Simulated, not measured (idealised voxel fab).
Proc. module: voxel ribs on slabs
Each square cell in cross-section cut measures 5 nm, and the section as a whole is 155 nm wide.
Cross-section, as written here: a square-cell grid given band by band from the top down, where a band holds one or more rows of cells.
Band entry format. Leading values: height of top, height of bottom, nm. Remainder: materials in left-to-right order, each with its width in nm. Special words: "full width" on a single material, which then fills the band edge to edge; "air", empty space.
It should be noted that heights are counted from 0, beneath which the wafer as supplied is of one material throughout, and that the lowest band possesses no lower boundary but continues downward, as written in "0 nm and below".
Read "30->40" as a graded width: first number on top, second number at the bottom, same change between each pair of neighbouring rows.
Given "nothing got changed" for a step, no cell of the cross-section differs between before and after that step.
"Closed void entries" lists enclosed empty spaces (at least 8 cells, no open path upward to the top), each as width x height at distance from the left edge, in nm.
It should be noted that, on the line of a given step, the content following the step's settings is a remark produced by the simulator itself with respect to that step.
The optional step-line setting "overlay nm" applies to steps with a mask and quantifies how far to the right of its planned location the mask lay, a negative value indicating leftward placement.
The process steps that were planned are listed below:
- 1: RECEIVE (material Si)
- 2: DIRECTIONAL_DEP (material SiO2; thk nm 30)
- 3: DIRECTIONAL_DEP (material SiN; thk nm 20)
- 4: MASKED_ETCH (tone cover; mask id RIB; width nm 20; etch materials SiN; depth nm 15; overlay nm 0)
- 5: MASKED_ETCH (tone cover; mask id SLAB; width nm 50; etch materials SiN; depth nm 5; overlay nm 0)
- 6: FILL_DEP (material SiO2; thk nm 25)
- 7: CMP (height nm 65)
- 8: DIRECTIONAL_DEP (material TiN; thk nm 10)
- 9: PATTERN (tone cover; mask id HEATER; material resist; width nm 30; thk nm 20; overlay nm 0)
- 10: DIRECTIONAL_ETCH (etch materials TiN; depth nm 10)
- 11: STRIP (etch materials resist)
- 12: CONFORMAL_DEP (material SiO2; thk nm 10)
Delivered wafer in cross-section: state after step 1:
  0 nm and below: Si full width
  Closed void entries: none
a wafer at the end: this start, this plan, one mistake:
  85 nm to 75 nm: air 50 | SiO2 50 | air 55
  75 nm to 65 nm: SiO2 60 | TiN 30 | SiO2 65
  65 nm to 50 nm: SiO2 full width
  50 nm to 35 nm: SiO2 65 | SiN 20 | SiO2 70
  35 nm to 30 nm: SiO2 55 | SiN 45 | SiO2 55
  30 nm to 0 nm: SiO2 full width
  0 nm and below: Si full width
  Closed void entries: none
Run error: so step 5 ended up running with a different setting than we planned, it ran as MASKED_ETCH (tone cover; mask id SLAB; width nm 45; etch materials SiN; depth nm 5; overlay nm 0)
